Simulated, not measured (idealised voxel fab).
Process module in this document: voxel capacitor over wiring
Displayed cross-section: cut, width of 140 nm, square cells sized 5 nm.
If you're reading a cross-section in this doc, picture square cells in a grid; it comes to you as bands, top ones listed first down to the bottom, and a band can be one or more rows of cells. Quick guide to a band line: top height, bottom height (nm) up front; then every material left to right with its width in nm. Only one material and it's marked "edge to edge"? Then it fills the band edge to edge. And "empty" just means empty space. Beneath 0, the wafer as received is one material, and that level is where height counting begins. The lowest band goes on downward without a bottom; it is written like "0 -> down". The notation "30->40" denotes a width that varies across the rows of cells in the band, beginning at the first number in the top row, finishing at the second number in the bottom row, and changing by an identical amount from each row to the next. The designation "all unchanged", where it is given for a processing step, indicates that no cell of the cross-section was altered in the course of that step. Look at "Voids, fully enclosed" for the closed voids: empty spaces with no open path to the top, sized 8 cells or up. Each is width x height at distance, distance from the left edge, all nm. That trailing text on a step's line, after the settings, is the simulator's own remark on the step. The line of a step may include "overlay nm". On a step with a mask, this value is how far to the right of its planned place the mask lay. A negative value means the mask lay to the left.
Set out below are the planned steps of the process
1. RECEIVE: material Si
2. CONFORMAL_DEP: material SiO2, thk nm 15
3. DIRECTIONAL_DEP: material TiN, thk nm 5
4. DIRECTIONAL_DEP: material W, thk nm 25
5. MASKED_ETCH: tone cover, mask id METAL_1, width nm 20, pitch nm 75, etch materials W, depth nm 25, overlay nm 0
6. MASKED_ETCH: tone cover, mask id METAL_1, width nm 20, pitch nm 75, etch materials TiN, depth nm 5, overlay nm 0
7. FILL_DEP: material lowk, thk nm 5
8. CMP: height nm 45
9. CONFORMAL_DEP: material SiCN, thk nm 5
10. DIRECTIONAL_DEP: material lowk, thk nm 15
11. PATTERN: tone open, mask id PLUG_1, material resist, width nm 15, thk nm 20, overlay nm 0
12. DIRECTIONAL_ETCH: etch materials lowk, depth nm 15
13. DIRECTIONAL_ETCH: etch materials SiCN, depth nm 5
14. STRIP: etch materials resist
15. EPI: material Ru, thk nm 10
16. EPI: material Ru, thk nm 10
17. DIRECTIONAL_DEP: material TiN, thk nm 5
18. DIRECTIONAL_DEP: material SiN, thk nm 5
19. DIRECTIONAL_DEP: material TiN, thk nm 10
20. PATTERN: tone cover, mask id UPPER_PLATE, material resist, width nm 60, thk nm 20, overlay nm 0
21. DIRECTIONAL_ETCH: etch materials TiN, depth nm 10
22. DIRECTIONAL_ETCH: etch materials SiN, depth nm 5
23. STRIP: etch materials resist
24. DIRECTIONAL_DEP: material aC, thk nm 10
25. PATTERN: tone cover, mask id LOWER_PLATE, material resist, width nm 70, thk nm 30, overlay nm 0
26. DIRECTIONAL_ETCH: etch materials aC, depth nm 10
27. STRIP: etch materials resist
28. DIRECTIONAL_ETCH: etch materials TiN, depth nm 5
29. STRIP: etch materials aC
30. FILL_DEP: material SiO2, thk nm 15
31. CMP: height nm 95
32. MASKED_ETCH: tone open, mask id PLUG_2, width nm 15, etch materials SiO2, depth nm 10, overlay nm 0
33. CONFORMAL_DEP: material TiN, thk nm 5
34. FILL_DEP: material Cu, thk nm 5
35. CMP: height nm 95
36. CONFORMAL_DEP: material SiCN, thk nm 5
Wafer as received: cross-section following step 1
- 0 -> down  Si edge to edge
- Voids, fully enclosed: none
Wafer at module end, in section. Began as above, planned as above, run with one mistake
- 100 -> 95  SiCN edge to edge
- 95 -> 90  35 SiO2, 5 TiN, 5 Cu, 5 TiN, 90 SiO2
- 90 -> 85  35 SiO2, 15 TiN, 90 SiO2
- 85 -> 75  25 SiO2, 60 TiN, 55 SiO2
- 75 -> 70  25 SiO2, 60 SiN, 55 SiO2
- 70 -> 65  SiCN edge to edge
- 65 -> 50  25 lowk, 15 Ru, 100 lowk
- 50 -> 45  25 SiCN, 15 Ru, 100 SiCN
- 45 -> 20  20 lowk, 20 W, 55 lowk, 20 W, 25 lowk
- 20 -> 15  20 lowk, 20 TiN, 55 lowk, 20 TiN, 25 lowk
- 15 -> 0  SiO2 edge to edge
- 0 -> down  Si edge to edge
- Voids, fully enclosed: none
What went wrong in running the wafer? off-plan run, step 17, actual operation and settings DIRECTIONAL_DEP: material SiCN, thk nm 5
